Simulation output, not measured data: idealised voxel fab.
The process module presented herein is designated voxel lift off.
Shown is cross-section cut, with a width of 165 nm and square cells of size 5 nm.
Cross-section format: a grid of square cells, given as bands from top to bottom; each band is one or more rows of cells.
Band: top and bottom heights (nm) first, top before bottom; then materials from left to right, widths in nm. "edge to edge" marks a sole material filling the band edge to edge. "blank" denotes empty space.
Heights from 0 (as-received wafer is one material below). Bottom band endless downward, as "0..down".
Top row gets the first number, bottom row gets the second, and each row in between changes by the same step: that is how a band width like "30->40" works.
Where the words "remained unchanged" appear for a step, the cross-section shows no cell changed by that step; every cell remained as before.
Empty spaces counting at least 8 cells and having no open way to the top are listed in "Internal closed voids". The notation width x height at distance is used for each, the distance being from the left edge and all three values in nm.
Past the settings on a step's line: simulator remark, on that step.
overlay nm: right-of-plan distance of the mask on a masked step; negative values mean left-of-plan.

## The following list gives the planned process steps
1) RECEIVE [material Si]
2) CONFORMAL_DEP [material Al2O3] [thk nm 5]
3) PATTERN [tone open] [mask id LINES] [material resist] [width nm 15] [pitch nm 45] [thk nm 20] [overlay nm 0]
4) DIRECTIONAL_DEP [material Ru] [thk nm 5]
5) STRIP [etch materials resist]
6) CONFORMAL_DEP [material SiCN] [thk nm 5]
Every wafer here starts from the same state; it is the step 3 width nm that distinguishes them, and the value the plan gives belongs to the first wafer.

## After step 1, as received: first of several wafers, cross-section
    0..down  Si edge to edge
    Internal closed voids: none

## Gained (+) or lost (-) cells of each material since receipt, then closed voids: one row per wafer, at the end of the module
width nm 15; +33 Al2O3; +6 Ru; +37 SiCN; Internal closed voids: none
width nm 20; +33 Al2O3; +8 Ru; +37 SiCN; Internal closed voids: none
width nm 25; +33 Al2O3; +10 Ru; +37 SiCN; Internal closed voids: none
width nm 30; +33 Al2O3; +12 Ru; +37 SiCN; Internal closed voids: none
